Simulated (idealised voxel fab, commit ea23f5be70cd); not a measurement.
process module | voxel lift off
cross-section cut | 300 nm wide | cells 5 nm
A cross-section is a grid of square cells, given in bands from the top down. A band is one or more rows of cells.
Each band's line starts with the height of the band's top and of its bottom, in nm. Then come its materials from left to right, each with its width in nm. One material with "throughout" fills the band from edge to edge. "air" is empty space.
Height 0 is the level under which the wafer as received is all one material. The lowest band goes on downwards, as in "0 down".
A width such as "30 to 40" changes by the same amount from each row of cells to the next, from the band's top row to its bottom row.
"no change" after a step means that no cell of the cross-section changed.
closed voids: empty space of 8 cells or more with no open way to the top, each as width x height at its distance from the left edge, in nm
after a step's settings: what the simulator itself notes on the step
overlay nm, on a step with a mask: how far to the right of its planned place the mask lay; to the left if negative
plan
1 op RECEIVE | material Si
2 op CONFORMAL_DEP | material Al2O3 | thk nm 10
3 op PATTERN | tone open | mask id LINES | material resist | width nm 20 | pitch nm 35 | thk nm 30 | overlay nm 0
4 op DIRECTIONAL_DEP | material Ru | thk nm 15
5 op STRIP | etch materials resist
6 op CONFORMAL_DEP | material SiCN | thk nm 10
first wafer, as planned
as received, after step 1
  0 down: Si throughout
  closed voids: none
after step 2
  10 to 0: Al2O3 throughout
  below 0: unchanged
after step 3
  40 to 10: resist 120 | air 20 | resist 15 | air 20 | resist 125
  below 10: unchanged
after step 4
  55 to 40: Ru 120 | air 20 | Ru 15 | air 20 | Ru 125
  40 to 25: resist 120 | air 20 | resist 15 | air 20 | resist 125
  25 to 10: resist 120 | Ru 20 | resist 15 | Ru 20 | resist 125
  below 10: unchanged
after step 5
  25 to 10: air 120 | Ru 20 | air 15 | Ru 20 | air 125
  below 10: unchanged
after step 6
  35 to 25: air 110 | SiCN 75 | air 115
  25 to 20: air 110 | SiCN 10 | Ru 20 | SiCN 15 | Ru 20 | SiCN 10 | air 115
  20 to 10: SiCN 120 | Ru 20 | SiCN 15 | Ru 20 | SiCN 125
  below 10: unchanged
second wafer: like start, like plan, one mistake. Through step 2 it matches the first wafer
when step 3 should have ended
  40 to 10: air 120 | resist 20 | air 15 | resist 20 | air 125
  below 10: unchanged
when step 4 should have ended
  55 to 40: air 120 | Ru 20 | air 15 | Ru 20 | air 125
  40 to 25: air 120 | resist 20 | air 15 | resist 20 | air 125
  25 to 10: Ru 120 | resist 20 | Ru 15 | resist 20 | Ru 125
  below 10: unchanged
when step 5 should have ended
  25 to 10: Ru 120 | air 20 | Ru 15 | air 20 | Ru 125
  below 10: unchanged
when step 6 should have ended
  35 to 25: SiCN throughout
  25 to 10: Ru 120 | SiCN 20 | Ru 15 | SiCN 20 | Ru 125
  below 10: unchanged
what went wrong: step 3 ran as: op PATTERN | tone cover | mask id LINES | material resist | width nm 20 | pitch nm 35 | thk nm 30 | overlay nm 0
at the end the second wafer has, in cells: 132 more of Ru | 3 more of SiCN
